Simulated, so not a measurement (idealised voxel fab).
A process module follows: voxel fin reveal.
The width of the displayed cross-section, cut, is 235 nm; its cells are square, with a size of 5 nm.
In what follows, cross-sections appear as grids of square cells, described through bands that run from the top down, where every band is one or more rows of cells. It is stipulated that each band's entry specify, in nanometres, the height of the top of the band and then that of its bottom, followed by the materials of the band in left-to-right sequence, each together with its width in nanometres. A single material marked by the word "full width" is understood to fill the band from edge to edge; the word "blank" is understood to denote empty space. The level at which height equals 0 is the one under which the wafer, as it arrives, is entirely one material. No lower edge exists for the bottom band, which continues downward and is notated as in "0..down". You'd read "30..40" like this: the band's top row of cells is as wide as the first number, its bottom row is as wide as the second, and going down, every row changes width by the same amount as the row before did. The cross-section has no changed cell in any step marked "remains unaltered". Entry "Enclosed cavities". Content: empty spaces with no open connection to the top, size 8 cells or greater. Each: width x height at distance. Distance: from left edge. Unit: nm. That trailing text on a step's line, after the settings, is the simulator's own remark on the step. overlay nm, on a step with a mask: how far to the right of its planned place the mask lay; to the left if negative.
Process steps foreseen in the plan
1) RECEIVE, material Si
2) CONFORMAL_DEP, material SiN, thk nm 5
3) DIRECTIONAL_DEP, material aC, thk nm 15
4) PATTERN, tone cover, mask id FINS, material resist, width nm 15, pitch nm 45, thk nm 30, overlay nm 0
5) DIRECTIONAL_ETCH, etch materials aC, depth nm 15
6) STRIP, etch materials resist
7) DIRECTIONAL_ETCH, etch materials SiN, depth nm 5
8) DIRECTIONAL_ETCH, etch materials Si, depth nm 40
9) STRIP, etch materials aC
10) FILL_DEP, material SiO2, thk nm 10
11) CMP, height nm 5
12) SELECTIVE_ETCH, etch materials SiO2, depth nm 35
13) STRIP, etch materials SiN
as received, after step 1
0..down | Si full width
Enclosed cavities: none
Result of the module, cross-sectioned: start per above, plan per above, one error in how it was run
0..-30 | 40 blank; 15 Si; 30 blank; 15 Si; 30 blank; 15 Si; 30 blank; 15 Si; 45 blank
-30..-80 | 40 SiO2; 15 Si; 30 SiO2; 15 Si; 30 SiO2; 15 Si; 30 SiO2; 15 Si; 45 SiO2
-80..down | Si full width
Enclosed cavities: none
It is concluded that the wafer was processed incorrectly with respect to the plan, in that execution of plan step 8 occurred twice
